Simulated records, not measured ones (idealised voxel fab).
Process module in this document: voxel spacer lines
Square cells of 5 nm make up the cross-section cut, whose width is 200 nm.
A cross-section is written here as square cells arranged in a grid, and it is given in bands from the top down, each band taking up one or more rows of cells.
Read a band's entry like this: the first values are the height of its top and the height of its bottom in nm, and what follows is the sequence of materials from left to right, each with its width in nm. Note that "empty" is empty space, and that a single material marked "edge to edge" reaches across the band from edge to edge.
Below 0: as-received wafer, all one material; heights counted from there. Lowest band: no bottom, goes on down, written "0 -> down".
The expression "30 to 40" gives the width at the extremes of the band, the first number at its top row of cells and the second at its bottom row, with the width changing by equal amounts from each row to the next in between.
Key: "nothing different" - step with no changed cell in the cross-section.
Entry "Enclosed voids". Content: empty spaces with no open connection to the top, size 8 cells or greater. Each: width x height at distance. Distance: from left edge. Unit: nm.
If you see something after the settings on a step's line, that's the simulator's own remark about that step.
What "overlay nm" on a step's line means: if the step has a mask, that mask lay this far to the right of its planned place, or, when the value is negative, to the left.

Process steps - plan:
1. RECEIVE: material Si
2. CONFORMAL_DEP: material Al2O3, thk nm 10
3. DIRECTIONAL_DEP: material W, thk nm 20
4. DIRECTIONAL_DEP: material aC, thk nm 20
5. PATTERN: tone cover, mask id MANDREL, material resist, width nm 20, pitch nm 60, thk nm 25, overlay nm 0
6. DIRECTIONAL_ETCH: etch materials aC, depth nm 20
7. STRIP: etch materials resist
8. CONFORMAL_DEP: material SiN, thk nm 10
9. DIRECTIONAL_ETCH: etch materials SiN, depth nm 10
10. STRIP: etch materials aC
11. DIRECTIONAL_ETCH: etch materials W, depth nm 20
12. STRIP: etch materials SiN

The cross-section here shows the wafer as received, i.e. in its state after step 1:
  0 -> down = Si edge to edge
  Enclosed voids: none

Wafer at module end, in section. Began as above, planned as above, run with one mistake:
  30 -> 10 = empty=15 / W=10 / empty=30 / W=10 / empty=10 / W=10 / empty=30 / W=10 / empty=10 / W=10 / empty=30 / W=10 / empty=15
  10 -> 0 = Al2O3 edge to edge
  0 -> down = Si edge to edge
  Enclosed voids: none
what went wrong: in deviation from the planned setting, step 5 was conducted as PATTERN: tone cover, mask id MANDREL, material resist, width nm 30, pitch nm 60, thk nm 25, overlay nm 0
